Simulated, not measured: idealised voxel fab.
process module | voxel wiring stack
cross-section cut | 235 nm wide | cells 5 nm
A cross-section is a grid of square cells, given in bands from the top down. A band is one or more rows of cells.
Each band's line starts with the height of the band's top and of its bottom, in nm. Then come its materials from left to right, each with its width in nm. One material with "throughout" fills the band from edge to edge. "air" is empty space.
Height 0 is the level under which the wafer as received is all one material. The lowest band goes on downwards, as in "0 down".
A width such as "30 to 40" changes by the same amount from each row of cells to the next, from the band's top row to its bottom row.
"no change" after a step means that no cell of the cross-section changed.
closed voids: empty space of 8 cells or more with no open way to the top, each as width x height at its distance from the left edge, in nm
after a step's settings: what the simulator itself notes on the step
overlay nm, on a step with a mask: how far to the right of its planned place the mask lay; to the left if negative
plan
1 op RECEIVE | material Si
2 op CONFORMAL_DEP | material SiO2 | thk nm 15
3 op DIRECTIONAL_DEP | material TiN | thk nm 5
4 op DIRECTIONAL_DEP | material W | thk nm 15
5 op PATTERN | tone cover | mask id METAL_1 | material resist | width nm 25 | pitch nm 55 | thk nm 20 | overlay nm 0
6 op DIRECTIONAL_ETCH | etch materials W | depth nm 15
7 op DIRECTIONAL_ETCH | etch materials TiN | depth nm 5
8 op STRIP | etch materials resist
9 op CONFORMAL_DEP | material SiN | thk nm 5
10 op FILL_DEP | material lowk | thk nm 10
11 op CMP | height nm 35
12 op CONFORMAL_DEP | material SiCN | thk nm 5
13 op DIRECTIONAL_DEP | material SiO2 | thk nm 20
14 op DIRECTIONAL_DEP | material aC | thk nm 10
15 op PATTERN | tone open | mask id PLUG_1 | material resist | width nm 15 | pitch nm 110 | thk nm 30 | overlay nm 0
16 op DIRECTIONAL_ETCH | etch materials aC | depth nm 10
17 op STRIP | etch materials resist
18 op DIRECTIONAL_ETCH | etch materials SiO2 | depth nm 20
19 op DIRECTIONAL_ETCH | etch materials SiCN | depth nm 5
20 op STRIP | etch materials aC
21 op CONFORMAL_DEP | material TiN | thk nm 5
22 op FILL_DEP | material Ru | thk nm 5
23 op CMP | height nm 60
24 op DIRECTIONAL_DEP | material TiN | thk nm 5
25 op DIRECTIONAL_DEP | material Ru | thk nm 25
26 op PATTERN | tone cover | mask id METAL_2 | material resist | width nm 25 | pitch nm 55 | thk nm 20 | overlay nm 0
27 op DIRECTIONAL_ETCH | etch materials Ru | depth nm 25
28 op DIRECTIONAL_ETCH | etch materials TiN | depth nm 5
29 op STRIP | etch materials resist
30 op FILL_DEP | material SiO2 | thk nm 5
31 op CMP | height nm 90
32 op CONFORMAL_DEP | material SiCN | thk nm 5
33 op DIRECTIONAL_DEP | material lowk | thk nm 25
34 op MASKED_ETCH | tone open | mask id METAL_3_HOLES | width nm 15 | pitch nm 110 | etch materials lowk | depth nm 25 | overlay nm 0
35 op PATTERN | tone open | mask id METAL_3 | material resist | width nm 25 | pitch nm 55 | thk nm 20 | overlay nm 0
36 op DIRECTIONAL_ETCH | etch materials lowk | depth nm 15
37 op DIRECTIONAL_ETCH | etch materials SiCN | depth nm 5
38 op STRIP | etch materials resist
39 op CONFORMAL_DEP | material TiN | thk nm 5
40 op FILL_DEP | material Cu | thk nm 10
41 op CMP | height nm 120
42 op CONFORMAL_DEP | material SiCN | thk nm 5
43 op DIRECTIONAL_DEP | material SiO2 | thk nm 15
44 op PATTERN | tone open | mask id PLUG_3 | material resist | width nm 15 | pitch nm 55 | thk nm 20 | overlay nm 0
45 op DIRECTIONAL_ETCH | etch materials SiO2 | depth nm 15
46 op DIRECTIONAL_ETCH | etch materials SiCN | depth nm 5
47 op STRIP | etch materials resist
48 op EPI | material Ru | thk nm 10
49 op EPI | material Ru | thk nm 10
50 op CONFORMAL_DEP | material SiCN | thk nm 5
51 op DIRECTIONAL_DEP | material lowk | thk nm 15
52 op MASKED_ETCH | tone open | mask id METAL_4 | width nm 25 | pitch nm 55 | etch materials lowk | depth nm 15 | overlay nm 0
53 op MASKED_ETCH | tone open | mask id METAL_4 | width nm 25 | pitch nm 55 | etch materials SiCN | depth nm 5 | overlay nm 0
54 op CONFORMAL_DEP | material TiN | thk nm 5
55 op FILL_DEP | material Cu | thk nm 10
56 op CMP | height nm 160
57 op EPI | material Ru | thk nm 5
58 op FILL_DEP | material SiCN | thk nm 5
first wafer, as planned
as received, after step 1
  0 down: Si throughout
  closed voids: none
after step 2
  15 to 0: SiO2 throughout
  below 0: unchanged
after step 3
  20 to 15: TiN throughout
  below 15: unchanged
after step 4
  35 to 20: W throughout
  below 20: unchanged
after step 5
  55 to 35: air 20 | resist 25 | air 30 | resist 25 | air 30 | resist 25 | air 30 | resist 25 | air 25
  below 35: unchanged
after step 6
  55 to 35: air 20 | resist 25 | air 30 | resist 25 | air 30 | resist 25 | air 30 | resist 25 | air 25
  35 to 20: air 20 | W 25 | air 30 | W 25 | air 30 | W 25 | air 30 | W 25 | air 25
  below 20: unchanged
after step 7
  55 to 35: air 20 | resist 25 | air 30 | resist 25 | air 30 | resist 25 | air 30 | resist 25 | air 25
  35 to 20: air 20 | W 25 | air 30 | W 25 | air 30 | W 25 | air 30 | W 25 | air 25
  20 to 15: air 20 | TiN 25 | air 30 | TiN 25 | air 30 | TiN 25 | air 30 | TiN 25 | air 25
  below 15: unchanged
after step 8
  35 to 20: air 20 | W 25 | air 30 | W 25 | air 30 | W 25 | air 30 | W 25 | air 25
  below 20: unchanged
after step 9
  40 to 35: air 15 | SiN 35 | air 20 | SiN 35 | air 20 | SiN 35 | air 20 | SiN 35 | air 20
  35 to 20: air 15 | SiN 5 | W 25 | SiN 5 | air 20 | SiN 5 | W 25 | SiN 5 | air 20 | SiN 5 | W 25 | SiN 5 | air 20 | SiN 5 | W 25 | SiN 5 | air 20
  20 to 15: SiN 20 | TiN 25 | SiN 30 | TiN 25 | SiN 30 | TiN 25 | SiN 30 | TiN 25 | SiN 25
  below 15: unchanged
after step 10
  50 to 40: lowk throughout
  40 to 35: lowk 15 | SiN 35 | lowk 20 | SiN 35 | lowk 20 | SiN 35 | lowk 20 | SiN 35 | lowk 20
  35 to 20: lowk 15 | SiN 5 | W 25 | SiN 5 | lowk 20 | SiN 5 | W 25 | SiN 5 | lowk 20 | SiN 5 | W 25 | SiN 5 | lowk 20 | SiN 5 | W 25 | SiN 5 | lowk 20
  below 20: unchanged
after step 11
  35 to 20: lowk 15 | SiN 5 | W 25 | SiN 5 | lowk 20 | SiN 5 | W 25 | SiN 5 | lowk 20 | SiN 5 | W 25 | SiN 5 | lowk 20 | SiN 5 | W 25 | SiN 5 | lowk 20
  below 20: unchanged
after step 12
  40 to 35: SiCN throughout
  below 35: unchanged
after step 13
  60 to 40: SiO2 throughout
  below 40: unchanged
after step 14
  70 to 60: aC throughout
  below 60: unchanged
after step 15
  100 to 70: resist 20 | air 15 | resist 95 | air 15 | resist 90
  below 70: unchanged
after step 16
  90 to 70: resist 20 | air 15 | resist 95 | air 15 | resist 90
  70 to 60: aC 20 | air 15 | aC 95 | air 15 | aC 90
  below 60: unchanged
after step 17
  70 to 60: aC 20 | air 15 | aC 95 | air 15 | aC 90
  below 60: unchanged
after step 18
  70 to 60: aC 20 | air 15 | aC 95 | air 15 | aC 90
  60 to 40: SiO2 20 | air 15 | SiO2 95 | air 15 | SiO2 90
  below 40: unchanged
after step 19
  70 to 60: aC 20 | air 15 | aC 95 | air 15 | aC 90
  60 to 40: SiO2 20 | air 15 | SiO2 95 | air 15 | SiO2 90
  40 to 35: SiCN 20 | air 15 | SiCN 95 | air 15 | SiCN 90
  below 35: unchanged
after step 20
  60 to 40: SiO2 20 | air 15 | SiO2 95 | air 15 | SiO2 90
  below 40: unchanged
after step 21
  65 to 60: TiN 25 | air 5 | TiN 105 | air 5 | TiN 95
  60 to 40: SiO2 20 | TiN 5 | air 5 | TiN 5 | SiO2 95 | TiN 5 | air 5 | TiN 5 | SiO2 90
  40 to 35: SiCN 20 | TiN 15 | SiCN 95 | TiN 15 | SiCN 90
  below 35: unchanged
after step 22
  70 to 65: Ru throughout
  65 to 60: TiN 25 | Ru 5 | TiN 105 | Ru 5 | TiN 95
  60 to 40: SiO2 20 | TiN 5 | Ru 5 | TiN 5 | SiO2 95 | TiN 5 | Ru 5 | TiN 5 | SiO2 90
  below 40: unchanged
after step 23
  60 to 40: SiO2 20 | TiN 5 | Ru 5 | TiN 5 | SiO2 95 | TiN 5 | Ru 5 | TiN 5 | SiO2 90
  below 40: unchanged
after step 24
  65 to 60: TiN throughout
  below 60: unchanged
after step 25
  90 to 65: Ru throughout
  below 65: unchanged
after step 26
  110 to 90: air 20 | resist 25 | air 30 | resist 25 | air 30 | resist 25 | air 30 | resist 25 | air 25
  below 90: unchanged
after step 27
  110 to 90: air 20 | resist 25 | air 30 | resist 25 | air 30 | resist 25 | air 30 | resist 25 | air 25
  90 to 65: air 20 | Ru 25 | air 30 | Ru 25 | air 30 | Ru 25 | air 30 | Ru 25 | air 25
  below 65: unchanged
after step 28
  110 to 90: air 20 | resist 25 | air 30 | resist 25 | air 30 | resist 25 | air 30 | resist 25 | air 25
  90 to 65: air 20 | Ru 25 | air 30 | Ru 25 | air 30 | Ru 25 | air 30 | Ru 25 | air 25
  65 to 60: air 20 | TiN 25 | air 30 | TiN 25 | air 30 | TiN 25 | air 30 | TiN 25 | air 25
  below 60: unchanged
after step 29
  90 to 65: air 20 | Ru 25 | air 30 | Ru 25 | air 30 | Ru 25 | air 30 | Ru 25 | air 25
  below 65: unchanged
after step 30
  95 to 90: SiO2 throughout
  90 to 65: SiO2 20 | Ru 25 | SiO2 30 | Ru 25 | SiO2 30 | Ru 25 | SiO2 30 | Ru 25 | SiO2 25
  65 to 60: SiO2 20 | TiN 25 | SiO2 30 | TiN 25 | SiO2 30 | TiN 25 | SiO2 30 | TiN 25 | SiO2 25
  below 60: unchanged
after step 31
  90 to 65: SiO2 20 | Ru 25 | SiO2 30 | Ru 25 | SiO2 30 | Ru 25 | SiO2 30 | Ru 25 | SiO2 25
  below 65: unchanged
after step 32
  95 to 90: SiCN throughout
  below 90: unchanged
after step 33
  120 to 95: lowk throughout
  below 95: unchanged
after step 34
  120 to 95: lowk 20 | air 15 | lowk 95 | air 15 | lowk 90
  below 95: unchanged
after step 35
  140 to 120: resist 20 | air 25 | resist 30 | air 25 | resist 30 | air 25 | resist 30 | air 25 | resist 25
  below 120: unchanged
after step 36
  140 to 120: resist 20 | air 25 | resist 30 | air 25 | resist 30 | air 25 | resist 30 | air 25 | resist 25
  120 to 105: lowk 20 | air 25 | lowk 30 | air 25 | lowk 30 | air 25 | lowk 30 | air 25 | lowk 25
  below 105: unchanged
after step 37
  140 to 120: resist 20 | air 25 | resist 30 | air 25 | resist 30 | air 25 | resist 30 | air 25 | resist 25
  120 to 105: lowk 20 | air 25 | lowk 30 | air 25 | lowk 30 | air 25 | lowk 30 | air 25 | lowk 25
  105 to 95: lowk 20 | air 15 | lowk 95 | air 15 | lowk 90
  95 to 90: SiCN 20 | air 15 | SiCN 95 | air 15 | SiCN 90
  below 90: unchanged
after step 38
  120 to 105: lowk 20 | air 25 | lowk 30 | air 25 | lowk 30 | air 25 | lowk 30 | air 25 | lowk 25
  below 105: unchanged
after step 39
  125 to 120: TiN 25 | air 15 | TiN 40 | air 15 | TiN 40 | air 15 | TiN 40 | air 15 | TiN 30
  120 to 110: lowk 20 | TiN 5 | air 15 | TiN 5 | lowk 30 | TiN 5 | air 15 | TiN 5 | lowk 30 | TiN 5 | air 15 | TiN 5 | lowk 30 | TiN 5 | air 15 | TiN 5 | lowk 25
  110 to 105: lowk 20 | TiN 5 | air 5 | TiN 15 | lowk 30 | TiN 25 | lowk 30 | TiN 5 | air 5 | TiN 15 | lowk 30 | TiN 25 | lowk 25
  105 to 95: lowk 20 | TiN 5 | air 5 | TiN 5 | lowk 95 | TiN 5 | air 5 | TiN 5 | lowk 90
  95 to 90: SiCN 20 | TiN 15 | SiCN 95 | TiN 15 | SiCN 90
  below 90: unchanged
after step 40
  135 to 125: Cu throughout
  125 to 120: TiN 25 | Cu 15 | TiN 40 | Cu 15 | TiN 40 | Cu 15 | TiN 40 | Cu 15 | TiN 30
  120 to 110: lowk 20 | TiN 5 | Cu 15 | TiN 5 | lowk 30 | TiN 5 | Cu 15 | TiN 5 | lowk 30 | TiN 5 | Cu 15 | TiN 5 | lowk 30 | TiN 5 | Cu 15 | TiN 5 | lowk 25
  110 to 105: lowk 20 | TiN 5 | Cu 5 | TiN 15 | lowk 30 | TiN 25 | lowk 30 | TiN 5 | Cu 5 | TiN 15 | lowk 30 | TiN 25 | lowk 25
  105 to 95: lowk 20 | TiN 5 | Cu 5 | TiN 5 | lowk 95 | TiN 5 | Cu 5 | TiN 5 | lowk 90
  below 95: unchanged
after step 41
  120 to 110: lowk 20 | TiN 5 | Cu 15 | TiN 5 | lowk 30 | TiN 5 | Cu 15 | TiN 5 | lowk 30 | TiN 5 | Cu 15 | TiN 5 | lowk 30 | TiN 5 | Cu 15 | TiN 5 | lowk 25
  below 110: unchanged
after step 42
  125 to 120: SiCN throughout
  below 120: unchanged
after step 43
  140 to 125: SiO2 throughout
  below 125: unchanged
after step 44
  160 to 140: resist 20 | air 15 | resist 40 | air 15 | resist 40 | air 15 | resist 40 | air 15 | resist 35
  below 140: unchanged
after step 45
  160 to 140: resist 20 | air 15 | resist 40 | air 15 | resist 40 | air 15 | resist 40 | air 15 | resist 35
  140 to 125: SiO2 20 | air 15 | SiO2 40 | air 15 | SiO2 40 | air 15 | SiO2 40 | air 15 | SiO2 35
  below 125: unchanged
after step 46
  160 to 140: resist 20 | air 15 | resist 40 | air 15 | resist 40 | air 15 | resist 40 | air 15 | resist 35
  140 to 125: SiO2 20 | air 15 | SiO2 40 | air 15 | SiO2 40 | air 15 | SiO2 40 | air 15 | SiO2 35
  125 to 120: SiCN 20 | air 15 | SiCN 40 | air 15 | SiCN 40 | air 15 | SiCN 40 | air 15 | SiCN 35
  below 120: unchanged
after step 47
  140 to 125: SiO2 20 | air 15 | SiO2 40 | air 15 | SiO2 40 | air 15 | SiO2 40 | air 15 | SiO2 35
  below 125: unchanged
after step 48
  140 to 130: SiO2 20 | air 15 | SiO2 40 | air 15 | SiO2 40 | air 15 | SiO2 40 | air 15 | SiO2 35
  130 to 125: SiO2 20 | Ru 15 | SiO2 40 | Ru 15 | SiO2 40 | Ru 15 | SiO2 40 | Ru 15 | SiO2 35
  125 to 120: SiCN 20 | Ru 15 | SiCN 40 | Ru 15 | SiCN 40 | Ru 15 | SiCN 40 | Ru 15 | SiCN 35
  below 120: unchanged
after step 49
  140 to 125: SiO2 20 | Ru 15 | SiO2 40 | Ru 15 | SiO2 40 | Ru 15 | SiO2 40 | Ru 15 | SiO2 35
  below 125: unchanged
after step 50
  145 to 140: SiCN throughout
  below 140: unchanged
after step 51
  160 to 145: lowk throughout
  below 145: unchanged
after step 52
  160 to 145: lowk 20 | air 25 | lowk 30 | air 25 | lowk 30 | air 25 | lowk 30 | air 25 | lowk 25
  below 145: unchanged
after step 53
  160 to 145: lowk 20 | air 25 | lowk 30 | air 25 | lowk 30 | air 25 | lowk 30 | air 25 | lowk 25
  145 to 140: SiCN 20 | air 25 | SiCN 30 | air 25 | SiCN 30 | air 25 | SiCN 30 | air 25 | SiCN 25
  below 140: unchanged
after step 54
  165 to 160: TiN 25 | air 15 | TiN 40 | air 15 | TiN 40 | air 15 | TiN 40 | air 15 | TiN 30
  160 to 145: lowk 20 | TiN 5 | air 15 | TiN 5 | lowk 30 | TiN 5 | air 15 | TiN 5 | lowk 30 | TiN 5 | air 15 | TiN 5 | lowk 30 | TiN 5 | air 15 | TiN 5 | lowk 25
  145 to 140: SiCN 20 | TiN 25 | SiCN 30 | TiN 25 | SiCN 30 | TiN 25 | SiCN 30 | TiN 25 | SiCN 25
  below 140: unchanged
after step 55
  175 to 165: Cu throughout
  165 to 160: TiN 25 | Cu 15 | TiN 40 | Cu 15 | TiN 40 | Cu 15 | TiN 40 | Cu 15 | TiN 30
  160 to 145: lowk 20 | TiN 5 | Cu 15 | TiN 5 | lowk 30 | TiN 5 | Cu 15 | TiN 5 | lowk 30 | TiN 5 | Cu 15 | TiN 5 | lowk 30 | TiN 5 | Cu 15 | TiN 5 | lowk 25
  below 145: unchanged
after step 56
  160 to 145: lowk 20 | TiN 5 | Cu 15 | TiN 5 | lowk 30 | TiN 5 | Cu 15 | TiN 5 | lowk 30 | TiN 5 | Cu 15 | TiN 5 | lowk 30 | TiN 5 | Cu 15 | TiN 5 | lowk 25
  below 145: unchanged
after step 57
  165 to 160: air 15 | Ru 35 | air 20 | Ru 35 | air 20 | Ru 35 | air 20 | Ru 35 | air 20
  below 160: unchanged
after step 58
  170 to 165: SiCN throughout
  165 to 160: SiCN 15 | Ru 35 | SiCN 20 | Ru 35 | SiCN 20 | Ru 35 | SiCN 20 | Ru 35 | SiCN 20
  below 160: unchanged
second wafer: like start, like plan, one mistake. Through step 55 it matches the first wafer
when step 56 should have ended: no change
when step 57 should have ended
  180 to 175: Ru throughout
  below 175: unchanged
when step 58 should have ended
  185 to 180: SiCN throughout
  below 180: unchanged
what went wrong: step 56 was left out
at the end the second wafer has, in cells: 106 more of Cu | 19 more of Ru | 19 fewer of SiCN | 35 more of TiN
